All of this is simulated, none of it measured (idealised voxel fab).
The document below concerns the process module designated voxel capacitor over wiring.
The cross-section on display is named cut; it measures 160 nm wide, and its cells are 5 nm squares.
The cross-sections in this document take the form of a grid made of square cells. They are written out as bands, in order from top to bottom. Each band consists of one or more rows of cells. Per band: top height and bottom height in nm, followed by the left-to-right materials and their widths in nm; "edge to edge" marks a single material spanning edge to edge, "blank" marks empty space. Basically, 0 is our baseline, since under it the wafer straight out of the box is all one material. The bottom band has no lower end and keeps on going down, so it looks like "0 -> down". Quick explanation for "30..40": the width changes in equal steps down the rows of cells, from the first number in the band's top row to the second number in its bottom row. "nothing got changed", as given for a step, is the statement that not any cell of the cross-section underwent a change during that step. Closed empty spaces (no open way to the top) of 8 cells or more are what "Enclosed voids" lists, each as width x height at distance from the left edge, nm for all three. Formally, on a step line, whatever follows the settings is a remark that the simulator itself makes on the step. overlay nm, on a step with a mask: how far to the right of its planned place the mask lay; to the left if negative.

## So here's the lineup of process steps we planned
1: RECEIVE,material Si
2: CONFORMAL_DEP,material SiO2,thk nm 15
3: CONFORMAL_DEP,material SiN,thk nm 5
4: DIRECTIONAL_DEP,material lowk,thk nm 20
5: DIRECTIONAL_DEP,material aC,thk nm 10
6: PATTERN,tone open,mask id METAL_1,material resist,width nm 30,pitch nm 95,thk nm 30,overlay nm 0
7: DIRECTIONAL_ETCH,etch materials aC,depth nm 10
8: STRIP,etch materials resist
9: DIRECTIONAL_ETCH,etch materials lowk,depth nm 20
10: DIRECTIONAL_ETCH,etch materials SiN,depth nm 5
11: STRIP,etch materials aC
12: CONFORMAL_DEP,material TiN,thk nm 5
13: FILL_DEP,material W,thk nm 10
14: CMP,height nm 40
15: CONFORMAL_DEP,material SiCN,thk nm 5
16: DIRECTIONAL_DEP,material SiO2,thk nm 10
17: DIRECTIONAL_DEP,material aC,thk nm 15
18: PATTERN,tone open,mask id PLUG_1,material resist,width nm 15,thk nm 35,overlay nm 0
19: DIRECTIONAL_ETCH,etch materials aC,depth nm 15
20: STRIP,etch materials resist
21: DIRECTIONAL_ETCH,etch materials SiO2,depth nm 10
22: DIRECTIONAL_ETCH,etch materials SiCN,depth nm 5
23: STRIP,etch materials aC
24: CONFORMAL_DEP,material TiN,thk nm 5
25: FILL_DEP,material W,thk nm 5
26: CMP,height nm 55
27: DIRECTIONAL_DEP,material TiN,thk nm 5
28: DIRECTIONAL_DEP,material HfO2,thk nm 5
29: DIRECTIONAL_DEP,material TiN,thk nm 10
30: PATTERN,tone cover,mask id UPPER_PLATE,material resist,width nm 70,thk nm 15,overlay nm 0
31: DIRECTIONAL_ETCH,etch materials TiN,depth nm 10
32: DIRECTIONAL_ETCH,etch materials HfO2,depth nm 5
33: STRIP,etch materials resist
34: DIRECTIONAL_DEP,material aC,thk nm 10
35: PATTERN,tone cover,mask id LOWER_PLATE,material resist,width nm 80,thk nm 30,overlay nm 0
36: DIRECTIONAL_ETCH,etch materials aC,depth nm 10
37: STRIP,etch materials resist
38: DIRECTIONAL_ETCH,etch materials TiN,depth nm 5
39: STRIP,etch materials aC
40: FILL_DEP,material SiO2,thk nm 15
41: CMP,height nm 85
42: DIRECTIONAL_DEP,material aC,thk nm 15
43: PATTERN,tone open,mask id PLUG_2,material resist,width nm 15,thk nm 35,overlay nm 0
44: DIRECTIONAL_ETCH,etch materials aC,depth nm 15
45: STRIP,etch materials resist
46: DIRECTIONAL_ETCH,etch materials SiO2,depth nm 10
47: STRIP,etch materials aC
48: CONFORMAL_DEP,material TiN,thk nm 5
49: FILL_DEP,material Cu,thk nm 10
50: CMP,height nm 85
51: CONFORMAL_DEP,material SiCN,thk nm 5

## Cross-section: wafer on arrival = after step 1
> 0 -> down | Si edge to edge
> Enclosed voids: none

## Figure: cross-sectional view of the wafer upon completion of the module, processed from the initial state and according to the plan depicted above, with one error introduced during execution
> 90 -> 85 | SiCN edge to edge
> 85 -> 80 | 40 of SiO2, 5 of TiN, 5 of Cu, 5 of TiN, 105 of SiO2
> 80 -> 75 | 40 of SiO2, 15 of TiN, 105 of SiO2
> 75 -> 65 | 30 of SiO2, 70 of TiN, 60 of SiO2
> 65 -> 60 | 30 of SiO2, 70 of HfO2, 60 of SiO2
> 60 -> 55 | 20 of SiO2, 80 of TiN, 60 of SiO2
> 55 -> 45 | 30 of SiO2, 5 of TiN, 5 of W, 5 of TiN, 115 of SiO2
> 45 -> 40 | 30 of SiCN, 15 of TiN, 115 of SiCN
> 40 -> 20 | 15 of lowk, 5 of TiN, 20 of W, 5 of TiN, 65 of lowk, 5 of TiN, 20 of W, 5 of TiN, 20 of lowk
> 20 -> 15 | 15 of SiN, 30 of TiN, 65 of SiN, 30 of TiN, 20 of SiN
> 15 -> 0 | SiO2 edge to edge
> 0 -> down | Si edge to edge
> Enclosed voids: none
So what did we get wrong on this run? so step 35 ended up running with a different setting than we planned, it ran as PATTERN,tone cover,mask id LOWER_PLATE,material resist,width nm 80,thk nm 30,overlay nm -5
